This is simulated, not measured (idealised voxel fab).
process module | voxel air gaps
cross-section cut | 210 nm wide | cells 5 nm
A cross-section is a grid of square cells, given in bands from the top down. A band is one or more rows of cells.
Each band's line starts with the height of the band's top and of its bottom, in nm. Then come its materials from left to right, each with its width in nm. One material with "throughout" fills the band from edge to edge. "air" is empty space.
Height 0 is the level under which the wafer as received is all one material. The lowest band goes on downwards, as in "0 down".
A width such as "30 to 40" changes by the same amount from each row of cells to the next, from the band's top row to its bottom row.
"no change" after a step means that no cell of the cross-section changed.
closed voids: empty space of 8 cells or more with no open way to the top, each as width x height at its distance from the left edge, in nm
after a step's settings: what the simulator itself notes on the step
overlay nm, on a step with a mask: how far to the right of its planned place the mask lay; to the left if negative
plan
1 op RECEIVE | material Si
2 op CONFORMAL_DEP | material SiO2 | thk nm 10
3 op CONFORMAL_DEP | material SiCN | thk nm 5
4 op DIRECTIONAL_DEP | material SiO2 | thk nm 35
5 op PATTERN | tone open | mask id LINES | material resist | width nm 15 | pitch nm 40 | thk nm 15 | overlay nm 0
6 op DIRECTIONAL_ETCH | etch materials SiO2 | depth nm 35
7 op STRIP | etch materials resist
8 op CONFORMAL_DEP | material TiN | thk nm 5
9 op FILL_DEP | material Cu | thk nm 10
10 op CMP | height nm 50
11 op EPI | material Ru | thk nm 10
12 op SELECTIVE_ETCH | etch materials SiO2 | depth nm 45
13 op CONFORMAL_DEP | material SiCN | thk nm 5
as received, after step 1
  0 down: Si throughout
  closed voids: none
a wafer at the end: this start, this plan, one mistake
  65 to 60: SiCN throughout
  60 to 50: Ru throughout
  50 to 20: Cu 50 | TiN 5 | SiO2 15 | TiN 5 | Cu 15 | TiN 5 | SiO2 15 | TiN 5 | Cu 15 | TiN 5 | SiO2 15 | TiN 5 | Cu 55
  20 to 15: TiN 55 | SiO2 15 | TiN 25 | SiO2 15 | TiN 25 | SiO2 15 | TiN 60
  15 to 10: SiCN throughout
  10 to 0: SiO2 throughout
  0 down: Si throughout
  closed voids: none
what went wrong: step 5 ran as: op PATTERN | tone cover | mask id LINES | material resist | width nm 15 | pitch nm 40 | thk nm 15 | overlay nm 0
